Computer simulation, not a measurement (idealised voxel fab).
Documented hereafter: the process module known as voxel capacitor over wiring.
The figure presents cross-section cut, which has a width of 230 nm and is divided into square cells with an edge length of 5 nm.
Cross-section format: a grid of square cells, given as bands from top to bottom; each band is one or more rows of cells.
Band: top height; bottom height; in nm. Then, left to right: material with width in nm, for each material. "throughout": a single material spanning edge to edge. "blank": empty space.
Height is counted from the level 0, under which the received wafer is composed throughout of one material. The lowest of the bands is not closed at the bottom but continues downward, in the notation "0 down".
A width such as "30 to 40" changes by the same amount from each row of cells to the next, from the band's top row to its bottom row.
"everything unchanged", as given for a step, is the statement that not any cell of the cross-section underwent a change during that step.
Empty spaces without an open route to the top, at least 8 cells in extent, make up the entry "Closed void table"; each is given as width x height at distance, where the distance is measured from the left edge, and all are in nm.
That trailing text on a step's line, after the settings, is the simulator's own remark on the step.
Among the settings permitted on a step's line is "overlay nm"; applied to a step with a mask, it specifies the extent to which the mask lay to the right of its planned position, whereas a negative figure signifies a position to the left.

Planned process steps:
1) RECEIVE with material Si
2) CONFORMAL_DEP with material SiO2, thk nm 15
3) DIRECTIONAL_DEP with material TiN, thk nm 5
4) DIRECTIONAL_DEP with material Ru, thk nm 20
5) PATTERN with tone cover, mask id METAL_1, material resist, width nm 30, pitch nm 80, thk nm 20, overlay nm 0
6) DIRECTIONAL_ETCH with etch materials Ru, depth nm 20
7) DIRECTIONAL_ETCH with etch materials TiN, depth nm 5
8) STRIP with etch materials resist
9) CONFORMAL_DEP with material SiN, thk nm 5
10) FILL_DEP with material lowk, thk nm 10
11) CMP with height nm 40
12) CONFORMAL_DEP with material SiCN, thk nm 5
13) DIRECTIONAL_DEP with material lowk, thk nm 15
14) MASKED_ETCH with tone open, mask id PLUG_1, width nm 15, etch materials lowk, depth nm 15, overlay nm 0
15) MASKED_ETCH with tone open, mask id PLUG_1, width nm 15, etch materials SiCN, depth nm 5, overlay nm 0
16) CONFORMAL_DEP with material TiN, thk nm 5
17) FILL_DEP with material W, thk nm 5
18) CMP with height nm 60
19) DIRECTIONAL_DEP with material TiN, thk nm 5
20) DIRECTIONAL_DEP with material HfO2, thk nm 5
21) DIRECTIONAL_DEP with material TiN, thk nm 5
22) PATTERN with tone cover, mask id UPPER_PLATE, material resist, width nm 55, thk nm 20, overlay nm 0
23) DIRECTIONAL_ETCH with etch materials TiN, depth nm 5
24) DIRECTIONAL_ETCH with etch materials HfO2, depth nm 5
25) STRIP with etch materials resist
26) DIRECTIONAL_DEP with material aC, thk nm 15
27) PATTERN with tone cover, mask id LOWER_PLATE, material resist, width nm 65, thk nm 30, overlay nm 0
28) DIRECTIONAL_ETCH with etch materials aC, depth nm 15
29) STRIP with etch materials resist
30) DIRECTIONAL_ETCH with etch materials TiN, depth nm 5
31) STRIP with etch materials aC
32) FILL_DEP with material SiO2, thk nm 15
33) CMP with height nm 85
34) DIRECTIONAL_DEP with material aC, thk nm 10
35) PATTERN with tone open, mask id PLUG_2, material resist, width nm 15, thk nm 30, overlay nm 0
36) DIRECTIONAL_ETCH with etch materials aC, depth nm 10
37) STRIP with etch materials resist
38) DIRECTIONAL_ETCH with etch materials SiO2, depth nm 10
39) STRIP with etch materials aC
40) CONFORMAL_DEP with material TiN, thk nm 5
41) FILL_DEP with material W, thk nm 10
42) CMP with height nm 85
43) CONFORMAL_DEP with material SiCN, thk nm 5

Delivered wafer in cross-section: state after step 1:
0 down  Si throughout
Closed void table: none

First of two wafers at the end of the module, shown in cross-section; run carried out as planned:
90 to 85  SiCN throughout
85 to 80  85 nm SiO2; 5 nm TiN; 5 nm W; 5 nm TiN; 130 nm SiO2
80 to 70  85 to 75 nm SiO2; 15 to 55 nm TiN; 130 to 100 nm SiO2
70 to 65  75 nm SiO2; 55 nm HfO2; 100 nm SiO2
65 to 60  70 nm SiO2; 65 nm TiN; 95 nm SiO2
60 to 45  75 nm lowk; 5 nm TiN; 5 nm W; 5 nm TiN; 140 nm lowk
45 to 40  75 nm SiCN; 15 nm TiN; 140 nm SiCN
40 to 20  55 nm lowk; 5 nm SiN; 30 nm Ru; 5 nm SiN; 40 nm lowk; 5 nm SiN; 30 nm Ru; 5 nm SiN; 55 nm lowk
20 to 15  60 nm SiN; 30 nm TiN; 50 nm SiN; 30 nm TiN; 60 nm SiN
15 to 0  SiO2 throughout
0 down  Si throughout
Closed void table: none

Wafer two cross-section, module end. Start and plan unchanged from wafer one; one mistake made during the run:
90 to 85  SiCN throughout
85 to 80  80 nm W; 5 nm TiN; 15 nm SiO2; 5 nm TiN; 125 nm W
80 to 75  85 nm TiN; 15 nm SiO2; 130 nm TiN
75 to 70  75 nm SiO2; 55 nm TiN; 100 nm SiO2
70 to 65  75 nm SiO2; 55 nm HfO2; 100 nm SiO2
65 to 60  70 nm SiO2; 65 nm TiN; 95 nm SiO2
60 to 45  75 nm lowk; 5 nm TiN; 5 nm W; 5 nm TiN; 140 nm lowk
45 to 40  75 nm SiCN; 15 nm TiN; 140 nm SiCN
40 to 20  55 nm lowk; 5 nm SiN; 30 nm Ru; 5 nm SiN; 40 nm lowk; 5 nm SiN; 30 nm Ru; 5 nm SiN; 55 nm lowk
20 to 15  60 nm SiN; 30 nm TiN; 50 nm SiN; 30 nm TiN; 60 nm SiN
15 to 0  SiO2 throughout
0 down  Si throughout
Closed void table: none
Against the plan, the run slipped here: step 35 changed vs plan, executed as PATTERN with tone cover, mask id PLUG_2, material resist, width nm 15, thk nm 30, overlay nm 0
Materials where the second wafer ends with more or fewer cells than the first: -80 SiO2 | +40 TiN | +40 W
